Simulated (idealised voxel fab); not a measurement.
process module | voxel local oxidation
The figure presents cross-section cut, which has a width of 235 nm and is divided into square cells with an edge length of 5 nm.
Notation: cross-section as square-cell grid; stated in bands, top first, going down; one or more cell rows per band.
Look at the band entry: it leads with the top's height and the bottom's height in nm. Then it lists the materials left to right, with a width in nm for each. The word "throughout" on a single material says that material fills the band edge to edge. The word "blank" is empty space.
Zero point of the height axis is 0; under it, received wafer = one material. Lowest band: continues down indefinitely, "top 0, no bottom".
Graded width ("30 to 40"): value in top row of band = first number; value in bottom row = second number; row-to-row change constant.
The cross-section has no changed cell in any step marked "remained unchanged".
"Enclosed void list" lists enclosed empty spaces (at least 8 cells, no open path upward to the top), each as width x height at distance from the left edge, in nm.
Note: text after step settings on the step line = simulator remark on that step.
overlay nm: where the mask lay relative to plan, measured to the right, on steps with a mask; negatives go left.
[Planned step list for the process]
step 1: RECEIVE with material Si
step 2: OXIDIZE with depth nm 5
step 3: CONFORMAL_DEP with material SiN, thk nm 5
step 4: MASKED_ETCH with tone cover, mask id ACTIVE, width nm 110, etch materials SiN, depth nm 15, overlay nm 0
step 5: SELECTIVE_ETCH with etch materials SiO2, depth nm 5
step 6: OXIDIZE with depth nm 10
step 7: STRIP with etch materials SiN
The plan shows the thk nm of step 3 as the first wafer had it; this setting differs between the wafers, which start out alike.
[Cut through the first of several wafers as received, post step 1]
    top 0, no bottom  Si throughout
    Enclosed void list: none
[End of module: cross-section of the first of several wafers after step 7, the last step]
    top 0, bottom -5  blank: 65; SiO2: 100; blank: 70
    top -5, bottom -15  SiO2: 75; Si: 80; SiO2: 80
    top -15, no bottom  Si throughout
    Enclosed void list: none
[So this is the cross-section on the last wafer at the end of the module]
    top 0, bottom -5  SiO2 throughout
    top -5, no bottom  Si throughout
    Enclosed void list: none
[So in this table every wafer gets its own row, and what you see is where it stands at the end of the module: for each material, how many cells it picked up (+) or gave up (-) since we received it, and after that its closed voids]
thk nm 5, -109 Si, +82 SiO2, Enclosed void list: none
thk nm 10, -109 Si, +82 SiO2, Enclosed void list: none
thk nm 15, -109 Si, +82 SiO2, Enclosed void list: none
thk nm 20, -47 Si, +47 SiO2, Enclosed void list: none
thk nm 25, -47 Si, +47 SiO2, Enclosed void list: none
thk nm 30, -47 Si, +47 SiO2, Enclosed void list: none
